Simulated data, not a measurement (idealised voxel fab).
Presented below is a process module, voxel air gaps.
Cross-section cut spans 185 nm and uses square cells 5 nm in size.
A cross-section is written here as square cells arranged in a grid, and it is given in bands from the top down, each band taking up one or more rows of cells. This entry defines a band. It first specifies the height of the band's top and the height of its bottom in nm, and then specifies the band's materials from left to right, stating each material with its width in nm. The word "full width" identifies a single material that fills the band from edge to edge, while the word "blank" identifies empty space. Ref level 0: as-received wafer is one material below here. Bottom band extends down with no lower bound ("0 -> down"). Quick explanation for "30 to 40": the width changes in equal steps down the rows of cells, from the first number in the band's top row to the second number in its bottom row. Any step labelled "no alterations made" changed none of the cells in the cross-section. Entry "Sealed void inventory" = empty spaces >= 8 cells with no open way to the top; each as width x height at distance, distance from left edge, all nm. On a step's line, text after the settings is the simulator commenting on that step. The "overlay nm" setting may appear on a step's line; for a step that uses a mask, it gives how far to the right of its planned position the mask lay, and a negative value indicates the left. Layout of what follows: cross-section pairs, each bracketing one process step, the after cross-section shown only to the lowest band that changed, the step between and its settings noted under each pair. Pairs may originate in different runs of this module on the same starting wafer; a pair continues from the pair above only where its entry headed "Status quo ante" says so.

Status quo ante
* 0 -> down | Si full width
* Sealed void inventory: none

Section, Post-Step
* 10 -> 0 | SiO2 full width
* For the remainder of the cross-section, below 0, there is no change.
* Sealed void inventory: none
Step sandwiched between the two cross-sections above: CONFORMAL_DEP [material SiO2] [thk nm 10]

Status quo ante: equal to the after panel directly above.

Section, Post-Step
* 15 -> 10 | SiN full width
* For the remainder of the cross-section, below 10, there is no change.
* Sealed void inventory: none
Step sandwiched between the two cross-sections above: CONFORMAL_DEP [material SiN] [thk nm 5]

Status quo ante: equal to the after panel directly above.

Section, Post-Step
* 45 -> 15 | lowk full width
* For the remainder of the cross-section, below 15, there is no change.
* Sealed void inventory: none
Step sandwiched between the two cross-sections above: DIRECTIONAL_DEP [material lowk] [thk nm 30]

Status quo ante: equal to the after panel directly above.

Section, Post-Step
* 60 -> 45 | resist: 35 / blank: 20 / resist: 25 / blank: 20 / resist: 25 / blank: 20 / resist: 40
* For the remainder of the cross-section, below 45, there is no change.
* Sealed void inventory: none
Step sandwiched between the two cross-sections above: PATTERN [tone open] [mask id LINES] [material resist] [width nm 20] [pitch nm 45] [thk nm 15] [overlay nm 0]

Status quo ante: equal to the after panel directly above.

Section, Post-Step
* 60 -> 45 | resist: 35 / blank: 20 / resist: 25 / blank: 20 / resist: 25 / blank: 20 / resist: 40
* 45 -> 15 | lowk: 35 / blank: 20 / lowk: 25 / blank: 20 / lowk: 25 / blank: 20 / lowk: 40
* For the remainder of the cross-section, below 15, there is no change.
* Sealed void inventory: none
Step sandwiched between the two cross-sections above: DIRECTIONAL_ETCH [etch materials lowk] [depth nm 30]

Status quo ante: equal to the after panel directly above.

Section, Post-Step
* 45 -> 15 | lowk: 35 / blank: 20 / lowk: 25 / blank: 20 / lowk: 25 / blank: 20 / lowk: 40
* For the remainder of the cross-section, below 15, there is no change.
* Sealed void inventory: none
Step sandwiched between the two cross-sections above: STRIP [etch materials resist]

Status quo ante: equal to the after panel directly above.

Section, Post-Step
* 50 -> 45 | TiN: 40 / blank: 10 / TiN: 35 / blank: 10 / TiN: 35 / blank: 10 / TiN: 45
* 45 -> 20 | lowk: 35 / TiN: 5 / blank: 10 / TiN: 5 / lowk: 25 / TiN: 5 / blank: 10 / TiN: 5 / lowk: 25 / TiN: 5 / blank: 10 / TiN: 5 / lowk: 40
* 20 -> 15 | lowk: 35 / TiN: 20 / lowk: 25 / TiN: 20 / lowk: 25 / TiN: 20 / lowk: 40
* For the remainder of the cross-section, below 15, there is no change.
* Sealed void inventory: none
Step sandwiched between the two cross-sections above: CONFORMAL_DEP [material TiN] [thk nm 5]

Status quo ante: equal to the after panel directly above.

Section, Post-Step
* 60 -> 50 | W full width
* 50 -> 45 | TiN: 40 / W: 10 / TiN: 35 / W: 10 / TiN: 35 / W: 10 / TiN: 45
* 45 -> 20 | lowk: 35 / TiN: 5 / W: 10 / TiN: 5 / lowk: 25 / TiN: 5 / W: 10 / TiN: 5 / lowk: 25 / TiN: 5 / W: 10 / TiN: 5 / lowk: 40
* For the remainder of the cross-section, below 20, there is no change.
* Sealed void inventory: none
Step sandwiched between the two cross-sections above: FILL_DEP [material W] [thk nm 10]

Status quo ante: equal to the after panel directly above.

Section, Post-Step
* 45 -> 20 | lowk: 35 / TiN: 5 / W: 10 / TiN: 5 / lowk: 25 / TiN: 5 / W: 10 / TiN: 5 / lowk: 25 / TiN: 5 / W: 10 / TiN: 5 / lowk: 40
* For the remainder of the cross-section, below 20, there is no change.
* Sealed void inventory: none
Step sandwiched between the two cross-sections above: CMP [height nm 45]

Status quo ante: equal to the after panel directly above.

Section, Post-Step
* 55 -> 45 | blank: 25 / Ru: 40 / blank: 5 / Ru: 40 / blank: 5 / Ru: 40 / blank: 30
* For the remainder of the cross-section, below 45, there is no change.
* Sealed void inventory: none
Step sandwiched between the two cross-sections above: EPI [material Ru] [thk nm 10]

Status quo ante: equal to the after panel directly above.

Section, Post-Step
* 55 -> 45 | blank: 25 / Ru: 40 / blank: 5 / Ru: 40 / blank: 5 / Ru: 40 / blank: 30
* 45 -> 20 | blank: 35 / TiN: 5 / W: 10 / TiN: 5 / blank: 25 / TiN: 5 / W: 10 / TiN: 5 / blank: 25 / TiN: 5 / W: 10 / TiN: 5 / blank: 40
* 20 -> 15 | blank: 35 / TiN: 20 / blank: 25 / TiN: 20 / blank: 25 / TiN: 20 / blank: 40
* For the remainder of the cross-section, below 15, there is no change.
* Sealed void inventory: none
Step sandwiched between the two cross-sections above: SELECTIVE_ETCH [etch materials lowk] [depth nm 40]

Status quo ante: equal to the after panel directly above.

Section, Post-Step
* 60 -> 55 | blank: 20 / SiN: 140 / blank: 25
* 55 -> 45 | blank: 20 / SiN: 5 / Ru: 40 / SiN: 5 / Ru: 40 / SiN: 5 / Ru: 40 / SiN: 5 / blank: 25
* 45 -> 40 | blank: 20 / SiN: 15 / TiN: 5 / W: 10 / TiN: 5 / SiN: 25 / TiN: 5 / W: 10 / TiN: 5 / SiN: 25 / TiN: 5 / W: 10 / TiN: 5 / SiN: 15 / blank: 25
* 40 -> 20 | blank: 30 / SiN: 5 / TiN: 5 / W: 10 / TiN: 5 / SiN: 5 / blank: 15 / SiN: 5 / TiN: 5 / W: 10 / TiN: 5 / SiN: 5 / blank: 15 / SiN: 5 / TiN: 5 / W: 10 / TiN: 5 / SiN: 5 / blank: 35
* 20 -> 15 | SiN: 35 / TiN: 20 / SiN: 25 / TiN: 20 / SiN: 25 / TiN: 20 / SiN: 40
* For the remainder of the cross-section, below 15, there is no change.
* Sealed void inventory: 15 x 20 at 60; 15 x 20 at 105
Step sandwiched between the two cross-sections above: CONFORMAL_DEP [material SiN] [thk nm 5]

Status quo ante
* 0 -> down | Si full width
* Sealed void inventory: none

Section, Post-Step
* 5 -> 0 | SiN full width
* For the remainder of the cross-section, below 0, there is no change.
* Sealed void inventory: none
Step sandwiched between the two cross-sections above: CONFORMAL_DEP [material SiN] [thk nm 5]

Status quo ante: equal to the after panel directly above.

Section, Post-Step
* 35 -> 5 | lowk full width
* For the remainder of the cross-section, below 5, there is no change.
* Sealed void inventory: none
Step sandwiched between the two cross-sections above: DIRECTIONAL_DEP [material lowk] [thk nm 30]

Status quo ante: equal to the after panel directly above.

Section, Post-Step
* 50 -> 35 | resist: 35 / blank: 20 / resist: 25 / blank: 20 / resist: 25 / blank: 20 / resist: 40
* For the remainder of the cross-section, below 35, there is no change.
* Sealed void inventory: none
Step sandwiched between the two cross-sections above: PATTERN [tone open] [mask id LINES] [material resist] [width nm 20] [pitch nm 45] [thk nm 15] [overlay nm 0]

Status quo ante: equal to the after panel directly above.

Section, Post-Step
* 50 -> 35 | resist: 35 / blank: 20 / resist: 25 / blank: 20 / resist: 25 / blank: 20 / resist: 40
* 35 -> 5 | lowk: 35 / blank: 20 / lowk: 25 / blank: 20 / lowk: 25 / blank: 20 / lowk: 40
* For the remainder of the cross-section, below 5, there is no change.
* Sealed void inventory: none
Step sandwiched between the two cross-sections above: DIRECTIONAL_ETCH [etch materials lowk] [depth nm 30]

Status quo ante: equal to the after panel directly above.

Section, Post-Step
* 35 -> 5 | lowk: 35 / blank: 20 / lowk: 25 / blank: 20 / lowk: 25 / blank: 20 / lowk: 40
* For the remainder of the cross-section, below 5, there is no change.
* Sealed void inventory: none
Step sandwiched between the two cross-sections above: STRIP [etch materials resist]

Status quo ante: equal to the after panel directly above.

Section, Post-Step
* 40 -> 35 | TiN: 40 / blank: 10 / TiN: 35 / blank: 10 / TiN: 35 / blank: 10 / TiN: 45
* 35 -> 10 | lowk: 35 / TiN: 5 / blank: 10 / TiN: 5 / lowk: 25 / TiN: 5 / blank: 10 / TiN: 5 / lowk: 25 / TiN: 5 / blank: 10 / TiN: 5 / lowk: 40
* 10 -> 5 | lowk: 35 / TiN: 20 / lowk: 25 / TiN: 20 / lowk: 25 / TiN: 20 / lowk: 40
* For the remainder of the cross-section, below 5, there is no change.
* Sealed void inventory: none
Step sandwiched between the two cross-sections above: CONFORMAL_DEP [material TiN] [thk nm 5]

Status quo ante: equal to the after panel directly above.

Section, Post-Step
* 50 -> 40 | W full width
* 40 -> 35 | TiN: 40 / W: 10 / TiN: 35 / W: 10 / TiN: 35 / W: 10 / TiN: 45
* 35 -> 10 | lowk: 35 / TiN: 5 / W: 10 / TiN: 5 / lowk: 25 / TiN: 5 / W: 10 / TiN: 5 / lowk: 25 / TiN: 5 / W: 10 / TiN: 5 / lowk: 40
* For the remainder of the cross-section, below 10, there is no change.
* Sealed void inventory: none
Step sandwiched between the two cross-sections above: FILL_DEP [material W] [thk nm 10]

Status quo ante: equal to the after panel directly above.

Section, Post-Step
* 45 -> 40 | W full width
* For the remainder of the cross-section, below 40, there is no change.
* Sealed void inventory: none
Step sandwiched between the two cross-sections above: CMP [height nm 45]

Status quo ante: equal to the after panel directly above.

Section, Post-Step
* 55 -> 45 | Ru full width
* For the remainder of the cross-section, below 45, there is no change.
* Sealed void inventory: none
Step sandwiched between the two cross-sections above: EPI [material Ru] [thk nm 10]

Status quo ante: equal to the after panel directly above.

Section, Post-Step
* 60 -> 55 | SiN full width
* For the remainder of the cross-section, below 55, there is no change.
* Sealed void inventory: none
Step sandwiched between the two cross-sections above: CONFORMAL_DEP [material SiN] [thk nm 5]

Status quo ante
* 55 -> 45 | blank: 25 / Ru: 40 / blank: 5 / Ru: 40 / blank: 5 / Ru: 40 / blank: 30
* 45 -> 20 | lowk: 35 / TiN: 5 / W: 10 / TiN: 5 / lowk: 25 / TiN: 5 / W: 10 / TiN: 5 / lowk: 25 / TiN: 5 / W: 10 / TiN: 5 / lowk: 40
* 20 -> 15 | lowk: 35 / TiN: 20 / lowk: 25 / TiN: 20 / lowk: 25 / TiN: 20 / lowk: 40
* 15 -> 10 | SiN full width
* 10 -> 0 | SiO2 full width
* 0 -> down | Si full width
* Sealed void inventory: none

Section, Post-Step
* 65 -> 45 | blank: 15 / Ru: 150 / blank: 20
* For the remainder of the cross-section, below 45, there is no change.
* Sealed void inventory: none
Step sandwiched between the two cross-sections above: EPI [material Ru] [thk nm 10]

Status quo ante: equal to the after panel directly above.

Section, Post-Step
* 65 -> 45 | blank: 15 / Ru: 150 / blank: 20
* 45 -> 20 | blank: 35 / TiN: 5 / W: 10 / TiN: 5 / lowk: 25 / TiN: 5 / W: 10 / TiN: 5 / lowk: 25 / TiN: 5 / W: 10 / TiN: 5 / blank: 40
* 20 -> 15 | blank: 35 / TiN: 20 / lowk: 25 / TiN: 20 / lowk: 25 / TiN: 20 / blank: 40
* For the remainder of the cross-section, below 15, there is no change.
* Sealed void inventory: none
Step sandwiched between the two cross-sections above: SELECTIVE_ETCH [etch materials lowk] [depth nm 40]

Status quo ante: equal to the after panel directly above.

Section, Post-Step
* 70 -> 65 | blank: 10 / SiN: 160 / blank: 15
* 65 -> 45 | blank: 10 / SiN: 5 / Ru: 150 / SiN: 5 / blank: 15
* 45 -> 40 | blank: 10 / SiN: 25 / TiN: 5 / W: 10 / TiN: 5 / lowk: 25 / TiN: 5 / W: 10 / TiN: 5 / lowk: 25 / TiN: 5 / W: 10 / TiN: 5 / SiN: 25 / blank: 15
* 40 -> 20 | blank: 30 / SiN: 5 / TiN: 5 / W: 10 / TiN: 5 / lowk: 25 / TiN: 5 / W: 10 / TiN: 5 / lowk: 25 / TiN: 5 / W: 10 / TiN: 5 / SiN: 5 / blank: 35
* 20 -> 15 | SiN: 35 / TiN: 20 / lowk: 25 / TiN: 20 / lowk: 25 / TiN: 20 / SiN: 40
* For the remainder of the cross-section, below 15, there is no change.
* Sealed void inventory: none
Step sandwiched between the two cross-sections above: CONFORMAL_DEP [material SiN] [thk nm 5]

Status quo ante
* 10 -> 0 | SiO2 full width
* 0 -> down | Si full width
* Sealed void inventory: none

Section, Post-Step
* 40 -> 10 | lowk full width
* For the remainder of the cross-section, below 10, there is no change.
* Sealed void inventory: none
Step sandwiched between the two cross-sections above: DIRECTIONAL_DEP [material lowk] [thk nm 30]

Status quo ante: equal to the after panel directly above.

Section, Post-Step
* 45 -> 40 | SiN full width
* For the remainder of the cross-section, below 40, there is no change.
* Sealed void inventory: none
Step sandwiched between the two cross-sections above: CONFORMAL_DEP [material SiN] [thk nm 5]

Status quo ante: equal to the after panel directly above.

Section, Post-Step
* 60 -> 45 | resist: 35 / blank: 20 / resist: 25 / blank: 20 / resist: 25 / blank: 20 / resist: 40
* For the remainder of the cross-section, below 45, there is no change.
* Sealed void inventory: none
Step sandwiched between the two cross-sections above: PATTERN [tone open] [mask id LINES] [material resist] [width nm 20] [pitch nm 45] [thk nm 15] [overlay nm 0]

Status quo ante: equal to the after panel directly above.

Section, Post-Step
* 45 -> 40 | SiN full width
* For the remainder of the cross-section, below 40, there is no change.
* Sealed void inventory: none
Step sandwiched between the two cross-sections above: STRIP [etch materials resist]

Status quo ante: equal to the after panel directly above.

Section, Post-Step
* 50 -> 45 | TiN full width
* For the remainder of the cross-section, below 45, there is no change.
* Sealed void inventory: none
Step sandwiched between the two cross-sections above: CONFORMAL_DEP [material TiN] [thk nm 5]

Status quo ante: equal to the after panel directly above.

Section, Post-Step
* 60 -> 50 | W full width
* For the remainder of the cross-section, below 50, there is no change.
* Sealed void inventory: none
Step sandwiched between the two cross-sections above: FILL_DEP [material W] [thk nm 10]

Status quo ante: equal to the after panel directly above.

Section, Post-Step
* 45 -> 40 | SiN full width
* For the remainder of the cross-section, below 40, there is no change.
* Sealed void inventory: none
Step sandwiched between the two cross-sections above: CMP [height nm 45]

Status quo ante: equal to the after panel directly above.

Section, Post-Step
* 50 -> 40 | SiN full width
* For the remainder of the cross-section, below 40, there is no change.
* Sealed void inventory: none
Step sandwiched between the two cross-sections above: CONFORMAL_DEP [material SiN] [thk nm 5]

Status quo ante
* 15 -> 10 | SiN full width
* 10 -> 0 | SiO2 full width
* 0 -> down | Si full width
* Sealed void inventory: none

Section, Post-Step
* 35 -> 15 | lowk full width
* For the remainder of the cross-section, below 15, there is no change.
* Sealed void inventory: none
Step sandwiched between the two cross-sections above: DIRECTIONAL_DEP [material lowk] [thk nm 20]

Status quo ante: equal to the after panel directly above.

Section, Post-Step
* 50 -> 35 | resist: 35 / blank: 20 / resist: 25 / blank: 20 / resist: 25 / blank: 20 / resist: 40
* For the remainder of the cross-section, below 35, there is no change.
* Sealed void inventory: none
Step sandwiched between the two cross-sections above: PATTERN [tone open] [mask id LINES] [material resist] [width nm 20] [pitch nm 45] [thk nm 15] [overlay nm 0]

Status quo ante: equal to the after panel directly above.

Section, Post-Step
* 50 -> 35 | resist: 35 / blank: 20 / resist: 25 / blank: 20 / resist: 25 / blank: 20 / resist: 40
* 35 -> 15 | lowk: 35 / blank: 20 / lowk: 25 / blank: 20 / lowk: 25 / blank: 20 / lowk: 40
* For the remainder of the cross-section, below 15, there is no change.
* Sealed void inventory: none
Step sandwiched between the two cross-sections above: DIRECTIONAL_ETCH [etch materials lowk] [depth nm 30]

Status quo ante: equal to the after panel directly above.

Section, Post-Step
* 35 -> 15 | lowk: 35 / blank: 20 / lowk: 25 / blank: 20 / lowk: 25 / blank: 20 / lowk: 40
* For the remainder of the cross-section, below 15, there is no change.
* Sealed void inventory: none
Step sandwiched between the two cross-sections above: STRIP [etch materials resist]

Status quo ante: equal to the after panel directly above.

Section, Post-Step
* 40 -> 35 | TiN: 40 / blank: 10 / TiN: 35 / blank: 10 / TiN: 35 / blank: 10 / TiN: 45
* 35 -> 20 | lowk: 35 / TiN: 5 / blank: 10 / TiN: 5 / lowk: 25 / TiN: 5 / blank: 10 / TiN: 5 / lowk: 25 / TiN: 5 / blank: 10 / TiN: 5 / lowk: 40
* 20 -> 15 | lowk: 35 / TiN: 20 / lowk: 25 / TiN: 20 / lowk: 25 / TiN: 20 / lowk: 40
* For the remainder of the cross-section, below 15, there is no change.
* Sealed void inventory: none
Step sandwiched between the two cross-sections above: CONFORMAL_DEP [material TiN] [thk nm 5]

Status quo ante: equal to the after panel directly above.

Section, Post-Step
* 50 -> 40 | W full width
* 40 -> 35 | TiN: 40 / W: 10 / TiN: 35 / W: 10 / TiN: 35 / W: 10 / TiN: 45
* 35 -> 20 | lowk: 35 / TiN: 5 / W: 10 / TiN: 5 / lowk: 25 / TiN: 5 / W: 10 / TiN: 5 / lowk: 25 / TiN: 5 / W: 10 / TiN: 5 / lowk: 40
* For the remainder of the cross-section, below 20, there is no change.
* Sealed void inventory: none
Step sandwiched between the two cross-sections above: FILL_DEP [material W] [thk nm 10]

Status quo ante: equal to the after panel directly above.

Section, Post-Step
* 45 -> 40 | W full width
* For the remainder of the cross-section, below 40, there is no change.
* Sealed void inventory: none
Step sandwiched between the two cross-sections above: CMP [height nm 45]

Status quo ante: equal to the after panel directly above.

Section, Post-Step
* 55 -> 45 | Ru full width
* For the remainder of the cross-section, below 45, there is no change.
* Sealed void inventory: none
Step sandwiched between the two cross-sections above: EPI [material Ru] [thk nm 10]

Status quo ante: equal to the after panel directly above.

Section, Post-Step
* 60 -> 55 | SiN full width
* For the remainder of the cross-section, below 55, there is no change.
* Sealed void inventory: none
Step sandwiched between the two cross-sections above: CONFORMAL_DEP [material SiN] [thk nm 5]

Status quo ante
* 45 -> 15 | lowk full width
* 15 -> 10 | SiN full width
* 10 -> 0 | SiO2 full width
* 0 -> down | Si full width
* Sealed void inventory: none

Section, Post-Step
* 60 -> 45 | resist: 40 / blank: 15 / resist: 30 / blank: 15 / resist: 30 / blank: 15 / resist: 40
* For the remainder of the cross-section, below 45, there is no change.
* Sealed void inventory: none
Step sandwiched between the two cross-sections above: PATTERN [tone open] [mask id LINES] [material resist] [width nm 15] [pitch nm 45] [thk nm 15] [overlay nm 0]

Status quo ante: equal to the after panel directly above.

Section, Post-Step
* 60 -> 45 | resist: 40 / blank: 15 / resist: 30 / blank: 15 / resist: 30 / blank: 15 / resist: 40
* 45 -> 15 | lowk: 40 / blank: 15 / lowk: 30 / blank: 15 / lowk: 30 / blank: 15 / lowk: 40
* For the remainder of the cross-section, below 15, there is no change.
* Sealed void inventory: none
Step sandwiched between the two cross-sections above: DIRECTIONAL_ETCH [etch materials lowk] [depth nm 30]

Status quo ante: equal to the after panel directly above.

Section, Post-Step
* 45 -> 15 | lowk: 40 / blank: 15 / lowk: 30 / blank: 15 / lowk: 30 / blank: 15 / lowk: 40
* For the remainder of the cross-section, below 15, there is no change.
* Sealed void inventory: none
Step sandwiched between the two cross-sections above: STRIP [etch materials resist]

Status quo ante: equal to the after panel directly above.

Section, Post-Step
* 50 -> 45 | TiN: 45 / blank: 5 / TiN: 40 / blank: 5 / TiN: 40 / blank: 5 / TiN: 45
* 45 -> 20 | lowk: 40 / TiN: 5 / blank: 5 / TiN: 5 / lowk: 30 / TiN: 5 / blank: 5 / TiN: 5 / lowk: 30 / TiN: 5 / blank: 5 / TiN: 5 / lowk: 40
* 20 -> 15 | lowk: 40 / TiN: 15 / lowk: 30 / TiN: 15 / lowk: 30 / TiN: 15 / lowk: 40
* For the remainder of the cross-section, below 15, there is no change.
* Sealed void inventory: none
Step sandwiched between the two cross-sections above: CONFORMAL_DEP [material TiN] [thk nm 5]

Status quo ante: equal to the after panel directly above.

Section, Post-Step
* 60 -> 50 | W full width
* 50 -> 45 | TiN: 45 / W: 5 / TiN: 40 / W: 5 / TiN: 40 / W: 5 / TiN: 45
* 45 -> 20 | lowk: 40 / TiN: 5 / W: 5 / TiN: 5 / lowk: 30 / TiN: 5 / W: 5 / TiN: 5 / lowk: 30 / TiN: 5 / W: 5 / TiN: 5 / lowk: 40
* For the remainder of the cross-section, below 20, there is no change.
* Sealed void inventory: none
Step sandwiched between the two cross-sections above: FILL_DEP [material W] [thk nm 10]

Status quo ante: equal to the after panel directly above.

Section, Post-Step
* 45 -> 20 | lowk: 40 / TiN: 5 / W: 5 / TiN: 5 / lowk: 30 / TiN: 5 / W: 5 / TiN: 5 / lowk: 30 / TiN: 5 / W: 5 / TiN: 5 / lowk: 40
* For the remainder of the cross-section, below 20, there is no change.
* Sealed void inventory: none
Step sandwiched between the two cross-sections above: CMP [height nm 45]

Status quo ante: equal to the after panel directly above.

Section, Post-Step
* 55 -> 45 | blank: 30 / Ru: 35 / blank: 10 / Ru: 35 / blank: 10 / Ru: 35 / blank: 30
* For the remainder of the cross-section, below 45, there is no change.
* Sealed void inventory: none
Step sandwiched between the two cross-sections above: EPI [material Ru] [thk nm 10]

Status quo ante: equal to the after panel directly above.

Section, Post-Step
* 55 -> 45 | blank: 30 / Ru: 35 / blank: 10 / Ru: 35 / blank: 10 / Ru: 35 / blank: 30
* 45 -> 20 | blank: 40 / TiN: 5 / W: 5 / TiN: 5 / blank: 30 / TiN: 5 / W: 5 / TiN: 5 / blank: 30 / TiN: 5 / W: 5 / TiN: 5 / blank: 40
* 20 -> 15 | blank: 40 / TiN: 15 / blank: 30 / TiN: 15 / blank: 30 / TiN: 15 / blank: 40
* For the remainder of the cross-section, below 15, there is no change.
* Sealed void inventory: none
Step sandwiched between the two cross-sections above: SELECTIVE_ETCH [etch materials lowk] [depth nm 40]

Status quo ante: equal to the after panel directly above.

Section, Post-Step
* 60 -> 55 | blank: 25 / SiN: 135 / blank: 25
* 55 -> 45 | blank: 25 / SiN: 5 / Ru: 35 / SiN: 10 / Ru: 35 / SiN: 10 / Ru: 35 / SiN: 5 / blank: 25
* 45 -> 40 | blank: 25 / SiN: 15 / TiN: 5 / W: 5 / TiN: 5 / SiN: 30 / TiN: 5 / W: 5 / TiN: 5 / SiN: 30 / TiN: 5 / W: 5 / TiN: 5 / SiN: 15 / blank: 25
* 40 -> 20 | blank: 35 / SiN: 5 / TiN: 5 / W: 5 / TiN: 5 / SiN: 5 / blank: 20 / SiN: 5 / TiN: 5 / W: 5 / TiN: 5 / SiN: 5 / blank: 20 / SiN: 5 / TiN: 5 / W: 5 / TiN: 5 / SiN: 5 / blank: 35
* 20 -> 15 | SiN: 40 / TiN: 15 / SiN: 30 / TiN: 15 / SiN: 30 / TiN: 15 / SiN: 40
* For the remainder of the cross-section, below 15, there is no change.
* Sealed void inventory: 20 x 20 at 60; 20 x 20 at 105
Step sandwiched between the two cross-sections above: CONFORMAL_DEP [material SiN] [thk nm 5]

Status quo ante
* 45 -> 15 | lowk full width
* 15 -> 10 | SiN full width
* 10 -> 0 | SiO2 full width
* 0 -> down | Si full width
* Sealed void inventory: none

Section, Post-Step
* 60 -> 45 | resist: 40 / blank: 20 / resist: 25 / blank: 20 / resist: 25 / blank: 20 / resist: 35
* For the remainder of the cross-section, below 45, there is no change.
* Sealed void inventory: none
Step sandwiched between the two cross-sections above: PATTERN [tone open] [mask id LINES] [material resist] [width nm 20] [pitch nm 45] [thk nm 15] [overlay nm 5]

Status quo ante: equal to the after panel directly above.

Section, Post-Step
* 60 -> 45 | resist: 40 / blank: 20 / resist: 25 / blank: 20 / resist: 25 / blank: 20 / resist: 35
* 45 -> 15 | lowk: 40 / blank: 20 / lowk: 25 / blank: 20 / lowk: 25 / blank: 20 / lowk: 35
* For the remainder of the cross-section, below 15, there is no change.
* Sealed void inventory: none
Step sandwiched between the two cross-sections above: DIRECTIONAL_ETCH [etch materials lowk] [depth nm 30]

Status quo ante: equal to the after panel directly above.

Section, Post-Step
* 45 -> 15 | lowk: 40 / blank: 20 / lowk: 25 / blank: 20 / lowk: 25 / blank: 20 / lowk: 35
* For the remainder of the cross-section, below 15, there is no change.
* Sealed void inventory: none
Step sandwiched between the two cross-sections above: STRIP [etch materials resist]

Status quo ante: equal to the after panel directly above.

Section, Post-Step
* 50 -> 45 | TiN: 45 / blank: 10 / TiN: 35 / blank: 10 / TiN: 35 / blank: 10 / TiN: 40
* 45 -> 20 | lowk: 40 / TiN: 5 / blank: 10 / TiN: 5 / lowk: 25 / TiN: 5 / blank: 10 / TiN: 5 / lowk: 25 / TiN: 5 / blank: 10 / TiN: 5 / lowk: 35
* 20 -> 15 | lowk: 40 / TiN: 20 / lowk: 25 / TiN: 20 / lowk: 25 / TiN: 20 / lowk: 35
* For the remainder of the cross-section, below 15, there is no change.
* Sealed void inventory: none
Step sandwiched between the two cross-sections above: CONFORMAL_DEP [material TiN] [thk nm 5]

Status quo ante: equal to the after panel directly above.

Section, Post-Step
* 60 -> 50 | W full width
* 50 -> 45 | TiN: 45 / W: 10 / TiN: 35 / W: 10 / TiN: 35 / W: 10 / TiN: 40
* 45 -> 20 | lowk: 40 / TiN: 5 / W: 10 / TiN: 5 / lowk: 25 / TiN: 5 / W: 10 / TiN: 5 / lowk: 25 / TiN: 5 / W: 10 / TiN: 5 / lowk: 35
* For the remainder of the cross-section, below 20, there is no change.
* Sealed void inventory: none
Step sandwiched between the two cross-sections above: FILL_DEP [material W] [thk nm 10]

Status quo ante: equal to the after panel directly above.

Section, Post-Step
* 45 -> 20 | lowk: 40 / TiN: 5 / W: 10 / TiN: 5 / lowk: 25 / TiN: 5 / W: 10 / TiN: 5 / lowk: 25 / TiN: 5 / W: 10 / TiN: 5 / lowk: 35
* For the remainder of the cross-section, below 20, there is no change.
* Sealed void inventory: none
Step sandwiched between the two cross-sections above: CMP [height nm 45]

Status quo ante: equal to the after panel directly above.

Section, Post-Step
* 55 -> 45 | blank: 30 / Ru: 40 / blank: 5 / Ru: 40 / blank: 5 / Ru: 40 / blank: 25
* For the remainder of the cross-section, below 45, there is no change.
* Sealed void inventory: none
Step sandwiched between the two cross-sections above: EPI [material Ru] [thk nm 10]

Status quo ante: equal to the after panel directly above.

Section, Post-Step
* 55 -> 45 | blank: 30 / Ru: 40 / blank: 5 / Ru: 40 / blank: 5 / Ru: 40 / blank: 25
* 45 -> 20 | blank: 40 / TiN: 5 / W: 10 / TiN: 5 / blank: 25 / TiN: 5 / W: 10 / TiN: 5 / blank: 25 / TiN: 5 / W: 10 / TiN: 5 / blank: 35
* 20 -> 15 | blank: 40 / TiN: 20 / blank: 25 / TiN: 20 / blank: 25 / TiN: 20 / blank: 35
* For the remainder of the cross-section, below 15, there is no change.
* Sealed void inventory: none
Step sandwiched between the two cross-sections above: SELECTIVE_ETCH [etch materials lowk] [depth nm 40]

Status quo ante: equal to the after panel directly above.

Section, Post-Step
* 60 -> 55 | blank: 25 / SiN: 140 / blank: 20
* 55 -> 45 | blank: 25 / SiN: 5 / Ru: 40 / SiN: 5 / Ru: 40 / SiN: 5 / Ru: 40 / SiN: 5 / blank: 20
* 45 -> 40 | blank: 25 / SiN: 15 / TiN: 5 / W: 10 / TiN: 5 / SiN: 25 / TiN: 5 / W: 10 / TiN: 5 / SiN: 25 / TiN: 5 / W: 10 / TiN: 5 / SiN: 15 / blank: 20
* 40 -> 20 | blank: 35 / SiN: 5 / TiN: 5 / W: 10 / TiN: 5 / SiN: 5 / blank: 15 / SiN: 5 / TiN: 5 / W: 10 / TiN: 5 / SiN: 5 / blank: 15 / SiN: 5 / TiN: 5 / W: 10 / TiN: 5 / SiN: 5 / blank: 30
* 20 -> 15 | SiN: 40 / TiN: 20 / SiN: 25 / TiN: 20 / SiN: 25 / TiN: 20 / SiN: 35
* For the remainder of the cross-section, below 15, there is no change.
* Sealed void inventory: 15 x 20 at 65; 15 x 20 at 110
Step sandwiched between the two cross-sections above: CONFORMAL_DEP [material SiN] [thk nm 5]

Status quo ante
* 45 -> 15 | lowk: 35 / blank: 20 / lowk: 25 / blank: 20 / lowk: 25 / blank: 20 / lowk: 40
* 15 -> 10 | SiN full width
* 10 -> 0 | SiO2 full width
* 0 -> down | Si full width
* Sealed void inventory: none

Section, Post-Step
* 50 -> 45 | Ru: 40 / blank: 10 / Ru: 35 / blank: 10 / Ru: 35 / blank: 10 / Ru: 45
* 45 -> 20 | lowk: 35 / Ru: 5 / blank: 10 / Ru: 5 / lowk: 25 / Ru: 5 / blank: 10 / Ru: 5 / lowk: 25 / Ru: 5 / blank: 10 / Ru: 5 / lowk: 40
* 20 -> 15 | lowk: 35 / Ru: 20 / lowk: 25 / Ru: 20 / lowk: 25 / Ru: 20 / lowk: 40
* For the remainder of the cross-section, below 15, there is no change.
* Sealed void inventory: none
Step sandwiched between the two cross-sections above: CONFORMAL_DEP [material Ru] [thk nm 5]

Status quo ante: equal to the after panel directly above.

Section, Post-Step
* 60 -> 50 | W full width
* 50 -> 45 | Ru: 40 / W: 10 / Ru: 35 / W: 10 / Ru: 35 / W: 10 / Ru: 45
* 45 -> 20 | lowk: 35 / Ru: 5 / W: 10 / Ru: 5 / lowk: 25 / Ru: 5 / W: 10 / Ru: 5 / lowk: 25 / Ru: 5 / W: 10 / Ru: 5 / lowk: 40
* For the remainder of the cross-section, below 20, there is no change.
* Sealed void inventory: none
Step sandwiched between the two cross-sections above: FILL_DEP [material W] [thk nm 10]

Status quo ante: equal to the after panel directly above.

Section, Post-Step
* 45 -> 20 | lowk: 35 / Ru: 5 / W: 10 / Ru: 5 / lowk: 25 / Ru: 5 / W: 10 / Ru: 5 / lowk: 25 / Ru: 5 / W: 10 / Ru: 5 / lowk: 40
* For the remainder of the cross-section, below 20, there is no change.
* Sealed void inventory: none
Step sandwiched between the two cross-sections above: CMP [height nm 45]
